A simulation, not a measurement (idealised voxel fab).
Title: Process Module voxel transistor to metal
cross-section cut | 275 nm wide | cells 5 nm
Cross-section, as written here: a square-cell grid given band by band from the top down, where a band holds one or more rows of cells.
Top height, bottom height, nm. Materials left to right, width each, nm. Single material + "all across" = fills band edge to edge. "blank" = empty.
Height is counted from the level 0, under which the received wafer is composed throughout of one material. The lowest of the bands is not closed at the bottom but continues downward, in the notation "0..down".
The notation "30 to 40" denotes a width that varies across the rows of cells in the band, beginning at the first number in the top row, finishing at the second number in the bottom row, and changing by an identical amount from each row to the next.
Key: "changes: none" - step with no changed cell in the cross-section.
The entry titled "Closed void list" provides the empty spaces that have no open way to the top, restricted to those of 8 cells or more. Each is presented as width x height at distance, the distance being measured from the left edge, with all three in nm.
That trailing text on a step's line, after the settings, is the simulator's own remark on the step.
overlay nm: step with mask; distance mask lay right of planned place; negative value = left of planned place.
Intended process steps:
1 RECEIVE with material Si
2 CONFORMAL_DEP with material SiO2, thk nm 5
3 CONFORMAL_DEP with material SiN, thk nm 10
4 DIRECTIONAL_DEP with material aC, thk nm 15
5 PATTERN with tone cover, mask id ACTIVE, material resist, width nm 85, pitch nm 110, thk nm 35, overlay nm 0
6 DIRECTIONAL_ETCH with etch materials aC, depth nm 15
7 STRIP with etch materials resist
8 DIRECTIONAL_ETCH with etch materials SiN, depth nm 10
9 DIRECTIONAL_ETCH with etch materials SiO2, depth nm 5
10 DIRECTIONAL_ETCH with etch materials Si, depth nm 25
11 STRIP with etch materials aC
12 FILL_DEP with material SiO2, thk nm 5
13 CMP with height nm 15
14 SELECTIVE_ETCH with etch materials SiO2, depth nm 5
15 STRIP with etch materials SiN
16 SELECTIVE_ETCH with etch materials SiO2, depth nm 5
17 OXIDIZE with depth nm 5
18 DIRECTIONAL_DEP with material polySi, thk nm 30
19 DIRECTIONAL_DEP with material SiCN, thk nm 10
20 MASKED_ETCH with tone cover, mask id GATE, width nm 15, pitch nm 110, etch materials SiCN, depth nm 20, overlay nm 0
21 MASKED_ETCH with tone cover, mask id GATE, width nm 15, pitch nm 110, etch materials polySi, depth nm 40, overlay nm 0
22 CONFORMAL_DEP with material SiN, thk nm 10
23 DIRECTIONAL_ETCH with etch materials SiN, depth nm 10
24 DIRECTIONAL_ETCH with etch materials SiO2, depth nm 5
25 DIRECTIONAL_ETCH with etch materials Si, depth nm 15
26 EPI with material nSi, thk nm 20
27 FILL_DEP with material SiO2, thk nm 10
28 CMP with height nm 40
29 DIRECTIONAL_DEP with material SiO2, thk nm 15
30 PATTERN with tone open, mask id CONTACT, material resist, width nm 25, thk nm 20, overlay nm 0
31 DIRECTIONAL_ETCH with etch materials SiO2, depth nm 40
32 STRIP with etch materials resist
33 CONFORMAL_DEP with material TiN, thk nm 5
34 FILL_DEP with material W, thk nm 5
35 CMP with height nm 55
36 DIRECTIONAL_DEP with material TiN, thk nm 5
37 DIRECTIONAL_DEP with material Ru, thk nm 25
38 MASKED_ETCH with tone cover, mask id METAL_1, width nm 15, etch materials Ru, depth nm 25, overlay nm 0
39 MASKED_ETCH with tone cover, mask id METAL_1, width nm 15, etch materials TiN, depth nm 5, overlay nm 0
40 CONFORMAL_DEP with material SiCN, thk nm 5
41 FILL_DEP with material SiO2, thk nm 5
42 CMP with height nm 85
43 CONFORMAL_DEP with material SiCN, thk nm 5
44 DIRECTIONAL_DEP with material SiO2, thk nm 30
45 DIRECTIONAL_DEP with material aC, thk nm 15
46 PATTERN with tone open, mask id METAL_2, material resist, width nm 15, pitch nm 110, thk nm 30, overlay nm 0
47 DIRECTIONAL_ETCH with etch materials aC, depth nm 15
48 STRIP with etch materials resist
49 DIRECTIONAL_ETCH with etch materials SiO2, depth nm 15
50 STRIP with etch materials aC
51 DIRECTIONAL_DEP with material aC, thk nm 15
52 PATTERN with tone open, mask id METAL_2_HOLES, material resist, width nm 15, pitch nm 110, thk nm 35, overlay nm 0
53 DIRECTIONAL_ETCH with etch materials aC, depth nm 15
54 STRIP with etch materials resist
55 DIRECTIONAL_ETCH with etch materials SiO2, depth nm 15
56 DIRECTIONAL_ETCH with etch materials SiCN, depth nm 5
57 STRIP with etch materials aC
58 CONFORMAL_DEP with material TiN, thk nm 5
59 FILL_DEP with material Ru, thk nm 5
60 CMP with height nm 120
61 CONFORMAL_DEP with material SiCN, thk nm 5
The value of depth nm given for step 17 in the plan refers to the first wafer; the wafers vary in this setting and are alike at the start.
Cross-section of the first incoming wafer of several, state after step 1:
    0..down: Si all across
    Closed void list: none
Here's the first of several wafers in cross-section, end of the module, after the last step, step 61:
    125..120: SiCN all across
    120..90: SiO2 45 / TiN 5 / Ru 5 / TiN 5 / SiO2 95 / TiN 5 / Ru 5 / TiN 5 / SiO2 105
    90..85: SiCN 45 / TiN 15 / SiCN 95 / TiN 15 / SiCN 105
    85..60: SiO2 40 / SiCN 5 / Ru 15 / SiCN 5 / SiO2 35 / SiCN 5 / Ru 15 / SiCN 5 / SiO2 25 / SiCN 5 / Ru 15 / SiCN 5 / SiO2 35 / SiCN 5 / Ru 15 / SiCN 5 / SiO2 40
    60..55: SiCN 45 / TiN 15 / SiCN 45 / TiN 15 / SiCN 35 / TiN 15 / SiCN 45 / TiN 15 / SiCN 45
    55..45: SiO2 45 / TiN 5 / W 15 / TiN 5 / SiO2 25 / TiN 5 / W 15 / TiN 5 / SiO2 35 / TiN 5 / W 15 / TiN 5 / SiO2 25 / TiN 5 / W 15 / TiN 5 / SiO2 45
    45..40: SiO2 45 / TiN 5 / W 10 / TiN 10 / SiO2 25 / TiN 10 / W 10 / TiN 5 / SiO2 35 / TiN 5 / W 10 / TiN 10 / SiO2 25 / TiN 10 / W 10 / TiN 5 / SiO2 45
    40..30: SiO2 45 / TiN 5 / W 10 / TiN 5 / SiN 10 / SiCN 15 / SiN 10 / TiN 5 / W 10 / TiN 5 / SiO2 35 / TiN 5 / W 10 / TiN 5 / SiN 10 / SiCN 15 / SiN 10 / TiN 5 / W 10 / TiN 5 / SiO2 45
    30..20: SiO2 45 / TiN 5 / W 10 / TiN 5 / SiN 10 / polySi 15 / SiN 10 / TiN 5 / W 10 / TiN 5 / SiO2 35 / TiN 5 / W 10 / TiN 5 / SiN 10 / polySi 15 / SiN 10 / TiN 5 / W 10 / TiN 5 / SiO2 45
    20..15: SiO2 45 / TiN 20 / SiN 10 / polySi 15 / SiN 10 / TiN 20 / SiO2 35 / TiN 20 / SiN 10 / polySi 15 / SiN 10 / TiN 20 / SiO2 45
    15..5: SiO2 35 / nSi 30 / SiN 10 / polySi 15 / SiN 10 / nSi 30 / SiO2 15 / nSi 30 / SiN 10 / polySi 15 / SiN 10 / nSi 30 / SiO2 35
    5..0: SiO2 35 / SiN 10 / nSi 20 / SiN 10 / polySi 15 / SiN 10 / nSi 20 / SiN 10 / SiO2 15 / SiN 10 / nSi 20 / SiN 10 / polySi 15 / SiN 10 / nSi 20 / SiN 10 / SiO2 35
    0..-5: SiO2 45 / nSi 20 / SiO2 35 / nSi 20 / SiO2 35 / nSi 20 / SiO2 35 / nSi 20 / SiO2 45
    -5..-20: SiO2 40 / Si 5 / nSi 20 / Si 35 / nSi 20 / Si 5 / SiO2 25 / Si 5 / nSi 20 / Si 35 / nSi 20 / Si 5 / SiO2 40
    -20..-25: SiO2 40 / Si 85 / SiO2 25 / Si 85 / SiO2 40
    -25..down: Si all across
    Closed void list: none
Here we cross-sectioned the last of the wafers once the module was done:
    125..120: SiCN all across
    120..90: SiO2 45 / TiN 5 / Ru 5 / TiN 5 / SiO2 95 / TiN 5 / Ru 5 / TiN 5 / SiO2 105
    90..85: SiCN 45 / TiN 15 / SiCN 95 / TiN 15 / SiCN 105
    85..60: SiO2 40 / SiCN 5 / Ru 15 / SiCN 5 / SiO2 35 / SiCN 5 / Ru 15 / SiCN 5 / SiO2 25 / SiCN 5 / Ru 15 / SiCN 5 / SiO2 35 / SiCN 5 / Ru 15 / SiCN 5 / SiO2 40
    60..55: SiCN 45 / TiN 15 / SiCN 45 / TiN 15 / SiCN 35 / TiN 15 / SiCN 45 / TiN 15 / SiCN 45
    55..45: SiO2 45 / TiN 5 / W 15 / TiN 5 / SiO2 25 / TiN 5 / W 15 / TiN 5 / SiO2 35 / TiN 5 / W 15 / TiN 5 / SiO2 25 / TiN 5 / W 15 / TiN 5 / SiO2 45
    45..40: SiO2 45 / TiN 5 / W 10 / TiN 10 / SiO2 25 / TiN 10 / W 10 / TiN 5 / SiO2 35 / TiN 5 / W 10 / TiN 10 / SiO2 25 / TiN 10 / W 10 / TiN 5 / SiO2 45
    40..30: SiO2 45 / TiN 5 / W 10 / TiN 5 / SiN 10 / SiCN 15 / SiN 10 / TiN 5 / W 10 / TiN 5 / SiO2 35 / TiN 5 / W 10 / TiN 5 / SiN 10 / SiCN 15 / SiN 10 / TiN 5 / W 10 / TiN 5 / SiO2 45
    30..20: SiO2 45 / TiN 5 / W 10 / TiN 5 / SiN 10 / polySi 15 / SiN 10 / TiN 5 / W 10 / TiN 5 / SiO2 35 / TiN 5 / W 10 / TiN 5 / SiN 10 / polySi 15 / SiN 10 / TiN 5 / W 10 / TiN 5 / SiO2 45
    20..15: SiO2 45 / TiN 20 / SiN 10 / polySi 15 / SiN 10 / TiN 20 / SiO2 35 / TiN 20 / SiN 10 / polySi 15 / SiN 10 / TiN 20 / SiO2 45
    15..5: SiO2 65 / SiN 10 / polySi 15 / SiN 10 / SiO2 75 / SiN 10 / polySi 15 / SiN 10 / SiO2 65
    5..0: SiO2 35 / SiN 10 / SiO2 20 / SiN 10 / polySi 15 / SiN 10 / SiO2 20 / SiN 10 / SiO2 15 / SiN 10 / SiO2 20 / SiN 10 / polySi 15 / SiN 10 / SiO2 20 / SiN 10 / SiO2 35
    0..-20: SiO2 all across
    -20..-25: SiO2 40 / Si 85 / SiO2 25 / Si 85 / SiO2 40
    -25..down: Si all across
    Closed void list: none
Basically each wafer gets a line in the table, showing it at the end of the module: material by material, the cells it gained (+) or lost (-) since we got it, then its closed voids:
depth nm 5, +72 Ru, -187 Si, +199 SiCN, +72 SiN, +873 SiO2, +118 TiN, +64 W, +128 nSi, +36 polySi, Closed void list: none
depth nm 10, +72 Ru, -173 Si, +199 SiCN, +72 SiN, +987 SiO2, +118 TiN, +64 W, +36 polySi, Closed void list: none
depth nm 15, +72 Ru, -207 Si, +199 SiCN, +72 SiN, +1021 SiO2, +118 TiN, +64 W, +36 polySi, Closed void list: none
depth nm 20, +72 Ru, -241 Si, +199 SiCN, +72 SiN, +1055 SiO2, +118 TiN, +64 W, +36 polySi, Closed void list: none
